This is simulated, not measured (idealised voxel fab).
process module | voxel transistor to metal
cross-section cut | 170 nm wide | cells 5 nm
A cross-section is a grid of square cells, given in bands from the top down. A band is one or more rows of cells.
Each band's line starts with the height of the band's top and of its bottom, in nm. Then come its materials from left to right, each with its width in nm. One material with "throughout" fills the band from edge to edge. "air" is empty space.
Height 0 is the level under which the wafer as received is all one material. The lowest band goes on downwards, as in "0 down".
A width such as "30 to 40" changes by the same amount from each row of cells to the next, from the band's top row to its bottom row.
"no change" after a step means that no cell of the cross-section changed.
closed voids: empty space of 8 cells or more with no open way to the top, each as width x height at its distance from the left edge, in nm
after a step's settings: what the simulator itself notes on the step
overlay nm, on a step with a mask: how far to the right of its planned place the mask lay; to the left if negative
plan
1 op RECEIVE | material Si
2 op CONFORMAL_DEP | material SiO2 | thk nm 5
3 op CONFORMAL_DEP | material SiN | thk nm 10
4 op DIRECTIONAL_DEP | material aC | thk nm 10
5 op PATTERN | tone cover | mask id ACTIVE | material resist | width nm 110 | thk nm 25 | overlay nm 0
6 op DIRECTIONAL_ETCH | etch materials aC | depth nm 10
7 op STRIP | etch materials resist
8 op DIRECTIONAL_ETCH | etch materials SiN | depth nm 10
9 op DIRECTIONAL_ETCH | etch materials SiO2 | depth nm 5
10 op DIRECTIONAL_ETCH | etch materials Si | depth nm 20
11 op STRIP | etch materials aC
12 op FILL_DEP | material SiO2 | thk nm 15
13 op CMP | height nm 15
14 op SELECTIVE_ETCH | etch materials SiO2 | depth nm 5
15 op STRIP | etch materials SiN
16 op SELECTIVE_ETCH | etch materials SiO2 | depth nm 5
17 op OXIDIZE | depth nm 5
18 op DIRECTIONAL_DEP | material polySi | thk nm 30
19 op DIRECTIONAL_DEP | material SiCN | thk nm 15
20 op MASKED_ETCH | tone cover | mask id GATE | width nm 30 | etch materials SiCN | depth nm 25 | overlay nm 0
21 op MASKED_ETCH | tone cover | mask id GATE | width nm 20 | etch materials polySi | depth nm 40 | overlay nm 0
22 op CONFORMAL_DEP | material SiN | thk nm 5
23 op DIRECTIONAL_ETCH | etch materials SiN | depth nm 5
24 op DIRECTIONAL_ETCH | etch materials SiO2 | depth nm 5
25 op DIRECTIONAL_ETCH | etch materials Si | depth nm 15
26 op EPI | material pSi | thk nm 15
27 op FILL_DEP | material SiO2 | thk nm 10
28 op CMP | height nm 30
29 op STRIP | etch materials polySi
30 op SELECTIVE_ETCH | etch materials SiO2 | depth nm 5
31 op CONFORMAL_DEP | material HfO2 | thk nm 5
32 op CONFORMAL_DEP | material TiN | thk nm 5
33 op FILL_DEP | material W | thk nm 5
34 op CMP | height nm 25
35 op DIRECTIONAL_DEP | material SiO2 | thk nm 10
36 op PATTERN | tone open | mask id CONTACT | material resist | width nm 15 | pitch nm 75 | thk nm 20 | overlay nm 0
37 op DIRECTIONAL_ETCH | etch materials SiO2 | depth nm 40
38 op STRIP | etch materials resist
39 op CONFORMAL_DEP | material TiN | thk nm 5
40 op FILL_DEP | material Ru | thk nm 10
41 op CMP | height nm 35
42 op DIRECTIONAL_DEP | material TiN | thk nm 5
43 op DIRECTIONAL_DEP | material W | thk nm 25
44 op DIRECTIONAL_DEP | material aC | thk nm 15
45 op PATTERN | tone cover | mask id METAL_1 | material resist | width nm 15 | pitch nm 75 | thk nm 30 | overlay nm 0
46 op DIRECTIONAL_ETCH | etch materials aC | depth nm 15
47 op STRIP | etch materials resist
48 op DIRECTIONAL_ETCH | etch materials W | depth nm 25
49 op DIRECTIONAL_ETCH | etch materials TiN | depth nm 5
50 op STRIP | etch materials aC
51 op CONFORMAL_DEP | material SiCN | thk nm 5
52 op FILL_DEP | material lowk | thk nm 10
53 op CMP | height nm 65
54 op CONFORMAL_DEP | material SiCN | thk nm 5
varied across the wafers: width nm of step 21. The plan shows the first wafer's value. All wafers start alike
first wafer as received, after step 1
  0 down: Si throughout
  closed voids: none
each wafer at the end: cells of each material gained (+) or lost (-) since it was received, then its closed voids
width nm 20 | +18 HfO2 | +8 Ru | -112 Si | +82 SiCN | +12 SiN | +198 SiO2 | +52 TiN | +38 W | +120 lowk | +60 pSi | closed voids: none
width nm 25 | +18 HfO2 | +8 Ru | -112 Si | +82 SiCN | +12 SiN | +198 SiO2 | +52 TiN | +38 W | +120 lowk | +60 pSi | closed voids: none
width nm 30 | +18 HfO2 | +8 Ru | -112 Si | +82 SiCN | +12 SiN | +198 SiO2 | +52 TiN | +38 W | +120 lowk | +60 pSi | closed voids: none
width nm 35 | +19 HfO2 | +8 Ru | -109 Si | +82 SiCN | +12 SiN | +195 SiO2 | +50 TiN | +42 W | +120 lowk | +57 pSi | closed voids: none
width nm 40 | +20 HfO2 | +8 Ru | -106 Si | +82 SiCN | +12 SiN | +192 SiO2 | +48 TiN | +46 W | +120 lowk | +54 pSi | closed voids: none
